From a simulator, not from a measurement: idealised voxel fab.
process module | voxel transistor to metal
cross-section cut | 185 nm wide | cells 5 nm
A cross-section is a grid of square cells, given in bands from the top down. A band is one or more rows of cells.
Each band's line starts with the height of the band's top and of its bottom, in nm. Then come its materials from left to right, each with its width in nm. One material with "throughout" fills the band from edge to edge. "air" is empty space.
Height 0 is the level under which the wafer as received is all one material. The lowest band goes on downwards, as in "0 down".
A width such as "30 to 40" changes by the same amount from each row of cells to the next, from the band's top row to its bottom row.
"no change" after a step means that no cell of the cross-section changed.
closed voids: empty space of 8 cells or more with no open way to the top, each as width x height at its distance from the left edge, in nm
after a step's settings: what the simulator itself notes on the step
overlay nm, on a step with a mask: how far to the right of its planned place the mask lay; to the left if negative
Each pair below shows a cross-section before one step and the cross-section after it, down to the lowest band that changed. The line under each pair gives the step between them, with its settings. The pairs can come from different runs of this module on the same starting wafer, so a pair continues from the pair above only where its "before" says so.
before
  100 to 95: TiN 50 | air 10 | TiN 65 | air 10 | TiN 50
  95 to 70: SiO2 45 | TiN 5 | air 10 | TiN 5 | SiO2 55 | TiN 5 | air 10 | TiN 5 | SiO2 45
  70 to 65: SiO2 45 | TiN 5 | air 5 | TiN 10 | SiO2 55 | TiN 5 | air 5 | TiN 10 | SiO2 45
  65 to 60: SiCN 45 | TiN 15 | SiCN 60 | TiN 15 | SiCN 50
  60 to 45: SiO2 45 | TiN 5 | Ru 10 | TiN 5 | SiO2 55 | TiN 5 | Ru 10 | TiN 5 | SiO2 45
  45 to 40: SiN 45 | TiN 20 | SiN 55 | TiN 20 | SiN 45
  40 to 30: SiO2 45 | TiN 5 | Ru 25 to 15 | TiN 5 to 15 | SiO2 25 | TiN 5 to 15 | Ru 25 to 15 | TiN 5 | SiO2 45
  30 to 20: SiO2 45 | TiN 5 | Ru 15 | TiN 5 | SiN 10 | SiO2 5 | SiCN 15 | SiO2 5 | SiN 10 | TiN 5 | Ru 15 | TiN 5 | SiO2 45
  20 to 0: SiO2 45 | TiN 5 | Ru 15 | TiN 5 | SiN 10 | SiO2 5 | polySi 15 | SiO2 5 | SiN 10 | TiN 5 | Ru 15 | TiN 5 | SiO2 45
  0 to -5: SiO2 45 | TiN 25 | SiN 10 | SiO2 5 | polySi 15 | SiO2 5 | SiN 10 | TiN 25 | SiO2 45
  -5 to -10: SiO2 35 | SiGe 35 | SiO2 45 | SiGe 35 | SiO2 35
  -10 to -40: SiO2 40 | Si 105 | SiO2 40
  -40 down: Si throughout
  closed voids: none
after
  105 to 100: Ru throughout
  100 to 95: TiN 50 | Ru 10 | TiN 65 | Ru 10 | TiN 50
  95 to 70: SiO2 45 | TiN 5 | Ru 10 | TiN 5 | SiO2 55 | TiN 5 | Ru 10 | TiN 5 | SiO2 45
  70 to 65: SiO2 45 | TiN 5 | Ru 5 | TiN 10 | SiO2 55 | TiN 5 | Ru 5 | TiN 10 | SiO2 45
  below 65: unchanged
  closed voids: none
the step between: op FILL_DEP | material Ru | thk nm 5
before: the cross-section after the pair above
after
  95 to 70: SiO2 45 | TiN 5 | Ru 10 | TiN 5 | SiO2 55 | TiN 5 | Ru 10 | TiN 5 | SiO2 45
  below 70: unchanged
  closed voids: none
the step between: op CMP | height nm 95
before: the cross-section after the pair above
after
  100 to 95: SiN throughout
  below 95: unchanged
  closed voids: none
the step between: op CONFORMAL_DEP | material SiN | thk nm 5
before
  10 to 0: air 40 | SiN 105 | air 40
  0 to -5: SiO2 throughout
  -5 to -40: SiO2 40 | Si 105 | SiO2 40
  -40 down: Si throughout
  closed voids: none
after
  10 to 0: air 40 | SiN 105 | air 40
  0 to -5: air 45 | SiO2 95 | air 45
  below -5: unchanged
  closed voids: none
the step between: op SELECTIVE_ETCH | etch materials SiO2 | depth nm 5
before: the cross-section after the pair above
after
  0 to -5: air 45 | SiO2 95 | air 45
  below -5: unchanged
  closed voids: none
the step between: op STRIP | etch materials SiN
before: the cross-section after the pair above
after
  0 to -5: air 45 | SiO2 95 | air 45
  -5 to -10: SiO2 50 | Si 85 | SiO2 50
  below -10: unchanged
  closed voids: none
the step between: op OXIDIZE | depth nm 5
before: the cross-section after the pair above
after
  25 to 20: air 45 | polySi 95 | air 45
  20 to 0: polySi throughout
  0 to -5: polySi 45 | SiO2 95 | polySi 45
  below -5: unchanged
  closed voids: none
the step between: op DIRECTIONAL_DEP | material polySi | thk nm 25
before: the cross-section after the pair above
after
  35 to 30: air 45 | SiCN 95 | air 45
  30 to 25: SiCN throughout
  25 to 20: SiCN 45 | polySi 95 | SiCN 45
  below 20: unchanged
  closed voids: none
the step between: op DIRECTIONAL_DEP | material SiCN | thk nm 10
before: the cross-section after the pair above
after
  35 to 25: air 85 | SiCN 15 | air 85
  25 to 20: air 45 | polySi 95 | air 45
  below 20: unchanged
  closed voids: none
the step between: op MASKED_ETCH | tone cover | mask id GATE | width nm 15 | etch materials SiCN | depth nm 20 | overlay nm 0
before: the cross-section after the pair above
after
  35 to 25: air 85 | SiCN 15 | air 85
  25 to 0: air 85 | polySi 15 | air 85
  0 to -5: air 45 | SiO2 95 | air 45
  below -5: unchanged
  closed voids: none
the step between: op MASKED_ETCH | tone cover | mask id GATE | width nm 15 | etch materials polySi | depth nm 35 | overlay nm 0
before: the cross-section after the pair above
after
  40 to 35: air 80 | SiO2 25 | air 80
  35 to 25: air 80 | SiO2 5 | SiCN 15 | SiO2 5 | air 80
  25 to 5: air 80 | SiO2 5 | polySi 15 | SiO2 5 | air 80
  5 to 0: air 40 | SiO2 45 | polySi 15 | SiO2 45 | air 40
  0 to -5: SiO2 throughout
  below -5: unchanged
  closed voids: none
the step between: op CONFORMAL_DEP | material SiO2 | thk nm 5
before: the cross-section after the pair above
after
  35 to 25: air 80 | SiO2 5 | SiCN 15 | SiO2 5 | air 80
  25 to 0: air 80 | SiO2 5 | polySi 15 | SiO2 5 | air 80
  0 to -5: air 40 | SiO2 105 | air 40
  below -5: unchanged
  closed voids: none
the step between: op DIRECTIONAL_ETCH | etch materials SiO2 | depth nm 5
before: the cross-section after the pair above
after
  45 to 35: air 70 | SiN 45 | air 70
  35 to 25: air 70 | SiN 10 | SiO2 5 | SiCN 15 | SiO2 5 | SiN 10 | air 70
  25 to 10: air 70 | SiN 10 | SiO2 5 | polySi 15 | SiO2 5 | SiN 10 | air 70
  10 to 5: air 30 | SiN 50 | SiO2 5 | polySi 15 | SiO2 5 | SiN 50 | air 30
  5 to 0: SiN 80 | SiO2 5 | polySi 15 | SiO2 5 | SiN 80
  0 to -5: SiN 40 | SiO2 105 | SiN 40
  below -5: unchanged
  closed voids: none
the step between: op CONFORMAL_DEP | material SiN | thk nm 10
before: the cross-section after the pair above
after
  35 to 25: air 70 | SiN 10 | SiO2 5 | SiCN 15 | SiO2 5 | SiN 10 | air 70
  25 to 0: air 70 | SiN 10 | SiO2 5 | polySi 15 | SiO2 5 | SiN 10 | air 70
  0 to -5: air 30 | SiN 10 | SiO2 105 | SiN 10 | air 30
  below -5: unchanged
  closed voids: none
the step between: op DIRECTIONAL_ETCH | etch materials SiN | depth nm 10
before: the cross-section after the pair above
after
  35 to 30: air 70 | SiN 10 | air 5 | SiCN 15 | air 5 | SiN 10 | air 70
  30 to 25: air 70 | SiN 10 | SiO2 5 | SiCN 15 | SiO2 5 | SiN 10 | air 70
  25 to 0: air 70 | SiN 10 | SiO2 5 | polySi 15 | SiO2 5 | SiN 10 | air 70
  0 to -5: air 30 | SiN 10 | air 30 | SiO2 45 | air 30 | SiN 10 | air 30
  -5 to -10: air 30 | SiO2 20 | Si 85 | SiO2 20 | air 30
  below -10: unchanged
  closed voids: none
the step between: op DIRECTIONAL_ETCH | etch materials SiO2 | depth nm 5
before: the cross-section after the pair above
after
  35 to 30: air 70 | SiN 10 | air 5 | SiCN 15 | air 5 | SiN 10 | air 70
  30 to 25: air 70 | SiN 10 | SiO2 5 | SiCN 15 | SiO2 5 | SiN 10 | air 70
  25 to 0: air 70 | SiN 10 | SiO2 5 | polySi 15 | SiO2 5 | SiN 10 | air 70
  0 to -5: air 30 | SiN 10 | air 5 | SiGe 25 | SiO2 45 | SiGe 25 | air 5 | SiN 10 | air 30
  below -5: unchanged
  closed voids: none
the step between: op EPI | material SiGe | thk nm 5
before: the cross-section after the pair above
after
  45 to 35: SiO2 throughout
  35 to 25: SiO2 70 | SiN 10 | SiO2 5 | SiCN 15 | SiO2 5 | SiN 10 | SiO2 70
  25 to 0: SiO2 70 | SiN 10 | SiO2 5 | polySi 15 | SiO2 5 | SiN 10 | SiO2 70
  0 to -5: SiO2 30 | SiN 10 | SiO2 5 | SiGe 25 | SiO2 45 | SiGe 25 | SiO2 5 | SiN 10 | SiO2 30
  -5 to -10: SiO2 50 | Si 85 | SiO2 50
  below -10: unchanged
  closed voids: none
the step between: op FILL_DEP | material SiO2 | thk nm 10
before: the cross-section after the pair above
after
  30 to 25: SiO2 70 | SiN 10 | SiO2 5 | SiCN 15 | SiO2 5 | SiN 10 | SiO2 70
  below 25: unchanged
  closed voids: none
the step between: op CMP | height nm 30
before: the cross-section after the pair above
after
  40 to 30: SiO2 throughout
  below 30: unchanged
  closed voids: none
the step between: op DIRECTIONAL_DEP | material SiO2 | thk nm 10
before: the cross-section after the pair above
after
  50 to 40: aC throughout
  below 40: unchanged
  closed voids: none
the step between: op DIRECTIONAL_DEP | material aC | thk nm 10
before: the cross-section after the pair above
after
  75 to 50: resist 45 | air 35 | resist 25 | air 35 | resist 45
  below 50: unchanged
  closed voids: none
the step between: op PATTERN | tone open | mask id CONTACT | material resist | width nm 35 | pitch nm 60 | thk nm 25 | overlay nm 0
before: the cross-section after the pair above
after
  65 to 50: resist 45 | air 35 | resist 25 | air 35 | resist 45
  50 to 40: aC 45 | air 35 | aC 25 | air 35 | aC 45
  below 40: unchanged
  closed voids: none
the step between: op DIRECTIONAL_ETCH | etch materials aC | depth nm 10
before: the cross-section after the pair above
after
  50 to 40: aC 45 | air 35 | aC 25 | air 35 | aC 45
  below 40: unchanged
  closed voids: none
the step between: op STRIP | etch materials resist
before: the cross-section after the pair above
after
  50 to 40: aC 45 | air 35 | aC 25 | air 35 | aC 45
  40 to 30: SiO2 45 | air 35 | SiO2 25 | air 35 | SiO2 45
  30 to 25: SiO2 45 | air 25 | SiN 10 | SiO2 5 | SiCN 15 | SiO2 5 | SiN 10 | air 25 | SiO2 45
  25 to 0: SiO2 45 | air 25 | SiN 10 | SiO2 5 | polySi 15 | SiO2 5 | SiN 10 | air 25 | SiO2 45
  below 0: unchanged
  closed voids: none
the step between: op DIRECTIONAL_ETCH | etch materials SiO2 | depth nm 45
before: the cross-section after the pair above
after
  40 to 30: SiO2 45 | air 35 | SiO2 25 | air 35 | SiO2 45
  below 30: unchanged
  closed voids: none
the step between: op STRIP | etch materials aC
before: the cross-section after the pair above
after
  45 to 40: TiN 50 | air 25 | TiN 35 | air 25 | TiN 50
  40 to 30: SiO2 45 | TiN 5 | air 25 to 15 | TiN 5 to 15 | SiO2 25 | TiN 5 to 15 | air 25 to 15 | TiN 5 | SiO2 45
  30 to 25: SiO2 45 | TiN 5 | air 15 | TiN 5 | SiN 10 | SiO2 5 | SiCN 15 | SiO2 5 | SiN 10 | TiN 5 | air 15 | TiN 5 | SiO2 45
  25 to 5: SiO2 45 | TiN 5 | air 15 | TiN 5 | SiN 10 | SiO2 5 | polySi 15 | SiO2 5 | SiN 10 | TiN 5 | air 15 | TiN 5 | SiO2 45
  5 to 0: SiO2 45 | TiN 25 | SiN 10 | SiO2 5 | polySi 15 | SiO2 5 | SiN 10 | TiN 25 | SiO2 45
  below 0: unchanged
  closed voids: none
the step between: op CONFORMAL_DEP | material TiN | thk nm 5
before: the cross-section after the pair above
after
  55 to 45: Ru throughout
  45 to 40: TiN 50 | Ru 25 | TiN 35 | Ru 25 | TiN 50
  40 to 30: SiO2 45 | TiN 5 | Ru 25 to 15 | TiN 5 to 15 | SiO2 25 | TiN 5 to 15 | Ru 25 to 15 | TiN 5 | SiO2 45
  30 to 25: SiO2 45 | TiN 5 | Ru 15 | TiN 5 | SiN 10 | SiO2 5 | SiCN 15 | SiO2 5 | SiN 10 | TiN 5 | Ru 15 | TiN 5 | SiO2 45
  25 to 5: SiO2 45 | TiN 5 | Ru 15 | TiN 5 | SiN 10 | SiO2 5 | polySi 15 | SiO2 5 | SiN 10 | TiN 5 | Ru 15 | TiN 5 | SiO2 45
  below 5: unchanged
  closed voids: none
the step between: op FILL_DEP | material Ru | thk nm 10
before: the cross-section after the pair above
after
  40 to 30: SiO2 45 | TiN 5 | Ru 25 to 15 | TiN 5 to 15 | SiO2 25 | TiN 5 to 15 | Ru 25 to 15 | TiN 5 | SiO2 45
  below 30: unchanged
  closed voids: none
the step between: op CMP | height nm 40
before: the cross-section after the pair above
after
  45 to 40: SiN throughout
  below 40: unchanged
  closed voids: none
the step between: op CONFORMAL_DEP | material SiN | thk nm 5
before: the cross-section after the pair above
after
  60 to 45: SiO2 throughout
  below 45: unchanged
  closed voids: none
the step between: op DIRECTIONAL_DEP | material SiO2 | thk nm 15
before: the cross-section after the pair above
after
  60 to 45: SiO2 45 | air 20 | SiO2 55 | air 20 | SiO2 45
  below 45: unchanged
  closed voids: none
the step between: op MASKED_ETCH | tone open | mask id METAL_1 | width nm 20 | pitch nm 75 | etch materials SiO2 | depth nm 15 | overlay nm 0
before: the cross-section after the pair above
after
  60 to 45: SiO2 45 | air 20 | SiO2 55 | air 20 | SiO2 45
  45 to 40: SiN 45 | air 20 | SiN 55 | air 20 | SiN 45
  below 40: unchanged
  closed voids: none
the step between: op MASKED_ETCH | tone open | mask id METAL_1 | width nm 20 | pitch nm 75 | etch materials SiN | depth nm 5 | overlay nm 0
before: the cross-section after the pair above
after
  65 to 60: TiN 50 | air 10 | TiN 65 | air 10 | TiN 50
  60 to 45: SiO2 45 | TiN 5 | air 10 | TiN 5 | SiO2 55 | TiN 5 | air 10 | TiN 5 | SiO2 45
  45 to 40: SiN 45 | TiN 20 | SiN 55 | TiN 20 | SiN 45
  below 40: unchanged
  closed voids: none
the step between: op CONFORMAL_DEP | material TiN | thk nm 5
before: the cross-section after the pair above
after
  75 to 65: Ru throughout
  65 to 60: TiN 50 | Ru 10 | TiN 65 | Ru 10 | TiN 50
  60 to 45: SiO2 45 | TiN 5 | Ru 10 | TiN 5 | SiO2 55 | TiN 5 | Ru 10 | TiN 5 | SiO2 45
  below 45: unchanged
  closed voids: none
the step between: op FILL_DEP | material Ru | thk nm 10
before: the cross-section after the pair above
after
  60 to 45: SiO2 45 | TiN 5 | Ru 10 | TiN 5 | SiO2 55 | TiN 5 | Ru 10 | TiN 5 | SiO2 45
  below 45: unchanged
  closed voids: none
the step between: op CMP | height nm 60
before: the cross-section after the pair above
after
  65 to 60: SiCN throughout
  below 60: unchanged
  closed voids: none
the step between: op CONFORMAL_DEP | material SiCN | thk nm 5
before: the cross-section after the pair above
after
  95 to 65: SiO2 throughout
  below 65: unchanged
  closed voids: none
the step between: op DIRECTIONAL_DEP | material SiO2 | thk nm 30
before: the cross-section after the pair above
after
  95 to 80: SiO2 45 | air 20 | SiO2 55 | air 20 | SiO2 45
  below 80: unchanged
  closed voids: none
the step between: op MASKED_ETCH | tone open | mask id METAL_2 | width nm 20 | pitch nm 75 | etch materials SiO2 | depth nm 15 | overlay nm 0
before: the cross-section after the pair above
after
  115 to 95: resist 45 | air 15 | resist 60 | air 15 | resist 50
  95 to 80: SiO2 45 | air 15 | resist 5 | SiO2 55 | air 15 | resist 5 | SiO2 45
  below 80: unchanged
  closed voids: none
the step between: op PATTERN | tone open | mask id METAL_2_HOLES | material resist | width nm 15 | pitch nm 75 | thk nm 20 | overlay nm 0
before: the cross-section after the pair above
after
  115 to 95: resist 45 | air 15 | resist 60 | air 15 | resist 50
  95 to 80: SiO2 45 | air 15 | resist 5 | SiO2 55 | air 15 | resist 5 | SiO2 45
  80 to 65: SiO2 45 | air 15 | SiO2 60 | air 15 | SiO2 50
  below 65: unchanged
  closed voids: none
the step between: op DIRECTIONAL_ETCH | etch materials SiO2 | depth nm 15
before: the cross-section after the pair above
after
  115 to 95: resist 45 | air 15 | resist 60 | air 15 | resist 50
  95 to 80: SiO2 45 | air 15 | resist 5 | SiO2 55 | air 15 | resist 5 | SiO2 45
  80 to 65: SiO2 45 | air 15 | SiO2 60 | air 15 | SiO2 50
  65 to 60: SiCN 45 | air 15 | SiCN 60 | air 15 | SiCN 50
  below 60: unchanged
  closed voids: none
the step between: op DIRECTIONAL_ETCH | etch materials SiCN | depth nm 5
before: the cross-section after the pair above
after
  95 to 80: SiO2 45 | air 20 | SiO2 55 | air 20 | SiO2 45
  below 80: unchanged
  closed voids: none
the step between: op STRIP | etch materials resist
before: the cross-section after the pair above
after
  100 to 95: TiN 50 | air 10 | TiN 65 | air 10 | TiN 50
  95 to 85: SiO2 45 | TiN 5 | air 10 | TiN 5 | SiO2 55 | TiN 5 | air 10 | TiN 5 | SiO2 45
  85 to 80: SiO2 45 | TiN 5 | air 5 | TiN 10 | SiO2 55 | TiN 5 | air 5 | TiN 10 | SiO2 45
  80 to 65: SiO2 45 | TiN 5 | air 5 | TiN 5 | SiO2 60 | TiN 5 | air 5 | TiN 5 | SiO2 50
  65 to 60: SiCN 45 | TiN 15 | SiCN 60 | TiN 15 | SiCN 50
  below 60: unchanged
  closed voids: none
the step between: op CONFORMAL_DEP | material TiN | thk nm 5
before: the cross-section after the pair above
after
  105 to 100: Ru throughout
  100 to 95: TiN 50 | Ru 10 | TiN 65 | Ru 10 | TiN 50
  95 to 85: SiO2 45 | TiN 5 | Ru 10 | TiN 5 | SiO2 55 | TiN 5 | Ru 10 | TiN 5 | SiO2 45
  85 to 80: SiO2 45 | TiN 5 | Ru 5 | TiN 10 | SiO2 55 | TiN 5 | Ru 5 | TiN 10 | SiO2 45
  80 to 65: SiO2 45 | TiN 5 | Ru 5 | TiN 5 | SiO2 60 | TiN 5 | Ru 5 | TiN 5 | SiO2 50
  below 65: unchanged
  closed voids: none
the step between: op FILL_DEP | material Ru | thk nm 5
before: the cross-section after the pair above
after
  95 to 85: SiO2 45 | TiN 5 | Ru 10 | TiN 5 | SiO2 55 | TiN 5 | Ru 10 | TiN 5 | SiO2 45
  below 85: unchanged
  closed voids: none
the step between: op CMP | height nm 95
before: the cross-section after the pair above
after
  100 to 95: SiN throughout
  below 95: unchanged
  closed voids: none
the step between: op CONFORMAL_DEP | material SiN | thk nm 5
before
  55 to 45: Ru throughout
  45 to 40: TiN 50 | Ru 25 | TiN 35 | Ru 25 | TiN 50
  40 to 30: SiO2 45 | TiN 5 | Ru 25 to 15 | TiN 5 to 15 | SiO2 25 | TiN 5 to 15 | Ru 25 to 15 | TiN 5 | SiO2 45
  30 to 20: SiO2 45 | TiN 5 | Ru 15 | TiN 5 | SiN 10 | SiO2 5 | SiCN 15 | SiO2 5 | SiN 10 | TiN 5 | Ru 15 | TiN 5 | SiO2 45
  20 to 0: SiO2 45 | TiN 5 | Ru 15 | TiN 5 | SiN 10 | SiO2 5 | polySi 15 | SiO2 5 | SiN 10 | TiN 5 | Ru 15 | TiN 5 | SiO2 45
  0 to -5: SiO2 45 | TiN 25 | SiN 10 | SiO2 5 | polySi 15 | SiO2 5 | SiN 10 | TiN 25 | SiO2 45
  -5 to -10: SiO2 35 | SiGe 35 | SiO2 45 | SiGe 35 | SiO2 35
  -10 to -40: SiO2 40 | Si 105 | SiO2 40
  -40 down: Si throughout
  closed voids: none
after
  45 to 40: TiN 50 | Ru 25 | TiN 35 | Ru 25 | TiN 50
  below 40: unchanged
  closed voids: none
the step between: op CMP | height nm 45
before: the cross-section after the pair above
after
  50 to 45: SiN throughout
  below 45: unchanged
  closed voids: none
the step between: op CONFORMAL_DEP | material SiN | thk nm 5
before: the cross-section after the pair above
after
  65 to 50: SiO2 throughout
  below 50: unchanged
  closed voids: none
the step between: op DIRECTIONAL_DEP | material SiO2 | thk nm 15
before: the cross-section after the pair above
after
  65 to 50: SiO2 45 | air 20 | SiO2 55 | air 20 | SiO2 45
  below 50: unchanged
  closed voids: none
the step between: op MASKED_ETCH | tone open | mask id METAL_1 | width nm 20 | pitch nm 75 | etch materials SiO2 | depth nm 15 | overlay nm 0
before: the cross-section after the pair above
after
  65 to 50: SiO2 45 | air 20 | SiO2 55 | air 20 | SiO2 45
  50 to 45: SiN 45 | air 20 | SiN 55 | air 20 | SiN 45
  below 45: unchanged
  closed voids: none
the step between: op MASKED_ETCH | tone open | mask id METAL_1 | width nm 20 | pitch nm 75 | etch materials SiN | depth nm 5 | overlay nm 0
before: the cross-section after the pair above
after
  70 to 65: TiN 50 | air 10 | TiN 65 | air 10 | TiN 50
  65 to 50: SiO2 45 | TiN 5 | air 10 | TiN 5 | SiO2 55 | TiN 5 | air 10 | TiN 5 | SiO2 45
  50 to 45: SiN 45 | TiN 20 | SiN 55 | TiN 20 | SiN 45
  below 45: unchanged
  closed voids: none
the step between: op CONFORMAL_DEP | material TiN | thk nm 5
before: the cross-section after the pair above
after
  80 to 70: Ru throughout
  70 to 65: TiN 50 | Ru 10 | TiN 65 | Ru 10 | TiN 50
  65 to 50: SiO2 45 | TiN 5 | Ru 10 | TiN 5 | SiO2 55 | TiN 5 | Ru 10 | TiN 5 | SiO2 45
  below 50: unchanged
  closed voids: none
the step between: op FILL_DEP | material Ru | thk nm 10
before: the cross-section after the pair above
after
  60 to 50: SiO2 45 | TiN 5 | Ru 10 | TiN 5 | SiO2 55 | TiN 5 | Ru 10 | TiN 5 | SiO2 45
  below 50: unchanged
  closed voids: none
the step between: op CMP | height nm 60
before: the cross-section after the pair above
after
  65 to 60: SiCN throughout
  below 60: unchanged
  closed voids: none
the step between: op CONFORMAL_DEP | material SiCN | thk nm 5
before: the cross-section after the pair above
after
  95 to 65: SiO2 throughout
  below 65: unchanged
  closed voids: none
the step between: op DIRECTIONAL_DEP | material SiO2 | thk nm 30
before: the cross-section after the pair above
after
  95 to 80: SiO2 45 | air 20 | SiO2 55 | air 20 | SiO2 45
  below 80: unchanged
  closed voids: none
the step between: op MASKED_ETCH | tone open | mask id METAL_2 | width nm 20 | pitch nm 75 | etch materials SiO2 | depth nm 15 | overlay nm 0
before: the cross-section after the pair above
after
  115 to 95: resist 45 | air 15 | resist 60 | air 15 | resist 50
  95 to 80: SiO2 45 | air 15 | resist 5 | SiO2 55 | air 15 | resist 5 | SiO2 45
  below 80: unchanged
  closed voids: none
the step between: op PATTERN | tone open | mask id METAL_2_HOLES | material resist | width nm 15 | pitch nm 75 | thk nm 20 | overlay nm 0
before: the cross-section after the pair above
after
  115 to 95: resist 45 | air 15 | resist 60 | air 15 | resist 50
  95 to 80: SiO2 45 | air 15 | resist 5 | SiO2 55 | air 15 | resist 5 | SiO2 45
  80 to 65: SiO2 45 | air 15 | SiO2 60 | air 15 | SiO2 50
  below 65: unchanged
  closed voids: none
the step between: op DIRECTIONAL_ETCH | etch materials SiO2 | depth nm 15
before: the cross-section after the pair above
after
  115 to 95: resist 45 | air 15 | resist 60 | air 15 | resist 50
  95 to 80: SiO2 45 | air 15 | resist 5 | SiO2 55 | air 15 | resist 5 | SiO2 45
  80 to 65: SiO2 45 | air 15 | SiO2 60 | air 15 | SiO2 50
  65 to 60: SiCN 45 | air 15 | SiCN 60 | air 15 | SiCN 50
  below 60: unchanged
  closed voids: none
the step between: op DIRECTIONAL_ETCH | etch materials SiCN | depth nm 5
before: the cross-section after the pair above
after
  95 to 80: SiO2 45 | air 20 | SiO2 55 | air 20 | SiO2 45
  below 80: unchanged
  closed voids: none
the step between: op STRIP | etch materials resist
before: the cross-section after the pair above
after
  100 to 95: TiN 50 | air 10 | TiN 65 | air 10 | TiN 50
  95 to 85: SiO2 45 | TiN 5 | air 10 | TiN 5 | SiO2 55 | TiN 5 | air 10 | TiN 5 | SiO2 45
  85 to 80: SiO2 45 | TiN 5 | air 5 | TiN 10 | SiO2 55 | TiN 5 | air 5 | TiN 10 | SiO2 45
  80 to 65: SiO2 45 | TiN 5 | air 5 | TiN 5 | SiO2 60 | TiN 5 | air 5 | TiN 5 | SiO2 50
  65 to 60: SiCN 45 | TiN 15 | SiCN 60 | TiN 15 | SiCN 50
  below 60: unchanged
  closed voids: none
the step between: op CONFORMAL_DEP | material TiN | thk nm 5
before: the cross-section after the pair above
after
  105 to 100: Ru throughout
  100 to 95: TiN 50 | Ru 10 | TiN 65 | Ru 10 | TiN 50
  95 to 85: SiO2 45 | TiN 5 | Ru 10 | TiN 5 | SiO2 55 | TiN 5 | Ru 10 | TiN 5 | SiO2 45
  85 to 80: SiO2 45 | TiN 5 | Ru 5 | TiN 10 | SiO2 55 | TiN 5 | Ru 5 | TiN 10 | SiO2 45
  80 to 65: SiO2 45 | TiN 5 | Ru 5 | TiN 5 | SiO2 60 | TiN 5 | Ru 5 | TiN 5 | SiO2 50
  below 65: unchanged
  closed voids: none
the step between: op FILL_DEP | material Ru | thk nm 5
before: the cross-section after the pair above
after
  95 to 85: SiO2 45 | TiN 5 | Ru 10 | TiN 5 | SiO2 55 | TiN 5 | Ru 10 | TiN 5 | SiO2 45
  below 85: unchanged
  closed voids: none
the step between: op CMP | height nm 95
before: the cross-section after the pair above
after
  100 to 95: SiN throughout
  below 95: unchanged
  closed voids: none
the step between: op CONFORMAL_DEP | material SiN | thk nm 5
before
  95 to 65: SiO2 throughout
  65 to 60: SiCN throughout
  60 to 45: SiO2 45 | TiN 5 | Ru 10 | TiN 5 | SiO2 55 | TiN 5 | Ru 10 | TiN 5 | SiO2 45
  45 to 40: SiN 45 | TiN 20 | SiN 55 | TiN 20 | SiN 45
  40 to 30: SiO2 45 | TiN 5 | Ru 25 to 15 | TiN 5 to 15 | SiO2 25 | TiN 5 to 15 | Ru 25 to 15 | TiN 5 | SiO2 45
  30 to 20: SiO2 45 | TiN 5 | Ru 15 | TiN 5 | SiN 10 | SiO2 5 | SiCN 15 | SiO2 5 | SiN 10 | TiN 5 | Ru 15 | TiN 5 | SiO2 45
  20 to 0: SiO2 45 | TiN 5 | Ru 15 | TiN 5 | SiN 10 | SiO2 5 | polySi 15 | SiO2 5 | SiN 10 | TiN 5 | Ru 15 | TiN 5 | SiO2 45
  0 to -5: SiO2 45 | TiN 25 | SiN 10 | SiO2 5 | polySi 15 | SiO2 5 | SiN 10 | TiN 25 | SiO2 45
  -5 to -10: SiO2 35 | SiGe 35 | SiO2 45 | SiGe 35 | SiO2 35
  -10 to -40: SiO2 40 | Si 105 | SiO2 40
  -40 down: Si throughout
  closed voids: none
after
  95 to 80: SiO2 50 | air 15 | SiO2 60 | air 15 | SiO2 45
  below 80: unchanged
  closed voids: none
the step between: op MASKED_ETCH | tone open | mask id METAL_2 | width nm 15 | pitch nm 75 | etch materials SiO2 | depth nm 15 | overlay nm 0
before: the cross-section after the pair above
after
  115 to 95: resist 45 | air 15 | resist 60 | air 15 | resist 50
  95 to 80: SiO2 50 | air 10 | resist 5 | SiO2 60 | air 10 | resist 5 | SiO2 45
  below 80: unchanged
  closed voids: none
the step between: op PATTERN | tone open | mask id METAL_2_HOLES | material resist | width nm 15 | pitch nm 75 | thk nm 20 | overlay nm 0
before: the cross-section after the pair above
after
  115 to 95: resist 45 | air 15 | resist 60 | air 15 | resist 50
  95 to 80: SiO2 45 | air 15 | resist 5 | SiO2 55 | air 15 | resist 5 | SiO2 45
  80 to 65: SiO2 50 | air 10 | SiO2 65 | air 10 | SiO2 50
  below 65: unchanged
  closed voids: none
the step between: op DIRECTIONAL_ETCH | etch materials SiO2 | depth nm 15
before: the cross-section after the pair above
after
  115 to 95: resist 45 | air 15 | resist 60 | air 15 | resist 50
  95 to 80: SiO2 45 | air 15 | resist 5 | SiO2 55 | air 15 | resist 5 | SiO2 45
  80 to 65: SiO2 50 | air 10 | SiO2 65 | air 10 | SiO2 50
  65 to 60: SiCN 50 | air 10 | SiCN 65 | air 10 | SiCN 50
  below 60: unchanged
  closed voids: none
the step between: op DIRECTIONAL_ETCH | etch materials SiCN | depth nm 5
before: the cross-section after the pair above
after
  95 to 80: SiO2 45 | air 20 | SiO2 55 | air 20 | SiO2 45
  below 80: unchanged
  closed voids: none
the step between: op STRIP | etch materials resist
before: the cross-section after the pair above
after
  100 to 95: TiN 50 | air 10 | TiN 65 | air 10 | TiN 50
  95 to 85: SiO2 45 | TiN 5 | air 10 | TiN 5 | SiO2 55 | TiN 5 | air 10 | TiN 5 | SiO2 45
  85 to 80: SiO2 45 | TiN 20 | SiO2 55 | TiN 20 | SiO2 45
  80 to 65: SiO2 50 | TiN 10 | SiO2 65 | TiN 10 | SiO2 50
  65 to 60: SiCN 50 | TiN 10 | SiCN 65 | TiN 10 | SiCN 50
  below 60: unchanged
  closed voids: none
the step between: op CONFORMAL_DEP | material TiN | thk nm 5
before: the cross-section after the pair above
after
  105 to 100: Ru throughout
  100 to 95: TiN 50 | Ru 10 | TiN 65 | Ru 10 | TiN 50
  95 to 85: SiO2 45 | TiN 5 | Ru 10 | TiN 5 | SiO2 55 | TiN 5 | Ru 10 | TiN 5 | SiO2 45
  below 85: unchanged
  closed voids: none
the step between: op FILL_DEP | material Ru | thk nm 5
before: the cross-section after the pair above
after
  95 to 85: SiO2 45 | TiN 5 | Ru 10 | TiN 5 | SiO2 55 | TiN 5 | Ru 10 | TiN 5 | SiO2 45
  below 85: unchanged
  closed voids: none
the step between: op CMP | height nm 95
before: the cross-section after the pair above
after
  100 to 95: SiN throughout
  below 95: unchanged
  closed voids: none
the step between: op CONFORMAL_DEP | material SiN | thk nm 5
